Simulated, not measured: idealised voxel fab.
Title: Process Module voxel double patterning
The cross-section shown here is cut; it is 235 nm wide and divided into square cells measuring 5 nm on a side.
Notation: cross-section as square-cell grid; stated in bands, top first, going down; one or more cell rows per band. First you get the band's top height and its bottom height, in nm, and then the materials it's made of, left to right, with each width in nm. If you see a single material with "throughout", that one covers the band edge to edge. "empty" is empty space. Height datum 0, below which the as-received substrate wafer is one material. Lowest band open at the bottom, running downward: "z 0 and below". It should be noted that a width expressed as "30..40" varies in equal increments from row to row of cells within the band, taking the value of the first number at the top row and that of the second number at the bottom row. "nothing got changed" after a step means that no cell of the cross-section changed. The label "Fully closed voids" introduces a list of the empty spaces, 8 cells or larger, that have no open way up to the top; each entry in it reads width x height at distance, where the distance is taken from the left edge and all three are stated in nm. Post-settings text on a step line: simulator's own remark regarding the step. Among the settings permitted on a step's line is "overlay nm"; applied to a step with a mask, it specifies the extent to which the mask lay to the right of its planned position, whereas a negative figure signifies a position to the left.
**Intended process steps**
| 1 | op RECEIVE | material Si |
| 2 | op CONFORMAL_DEP | material SiN | thk nm 10 |
| 3 | op DIRECTIONAL_DEP | material SiO2 | thk nm 20 |
| 4 | op DIRECTIONAL_DEP | material SiCN | thk nm 5 |
| 5 | op MASKED_ETCH | tone open | mask id FIRST | width nm 15 | pitch nm 50 | etch materials SiCN | depth nm 5 | overlay nm 0 |
| 6 | op DIRECTIONAL_DEP | material aC | thk nm 15 |
| 7 | op PATTERN | tone open | mask id SECOND | material resist | width nm 15 | pitch nm 50 | thk nm 35 | overlay nm 0 |
| 8 | op DIRECTIONAL_ETCH | etch materials aC | depth nm 15 |
| 9 | op STRIP | etch materials resist |
| 10 | op DIRECTIONAL_ETCH | etch materials SiCN | depth nm 5 |
| 11 | op STRIP | etch materials aC |
| 12 | op DIRECTIONAL_ETCH | etch materials SiO2 | depth nm 20 |
| 13 | op STRIP | etch materials SiCN |
**As received (post step 1): cross-section**
* z 0 and below = Si throughout
* Fully closed voids: none
**One mistake in running the module, otherwise start and plan as above: cross-section at the end**
* z 50 to 30 = SiO2 (60) | empty (15) | SiO2 (10) | empty (15) | SiO2 (10) | empty (15) | SiO2 (10) | empty (15) | SiO2 (10) | empty (15) | SiO2 (60)
* z 30 to 10 = SiO2 throughout
* z 10 to 0 = SiN throughout
* z 0 and below = Si throughout
* Fully closed voids: none
The mistake made against the process plan was this: plan step 3 ran twice
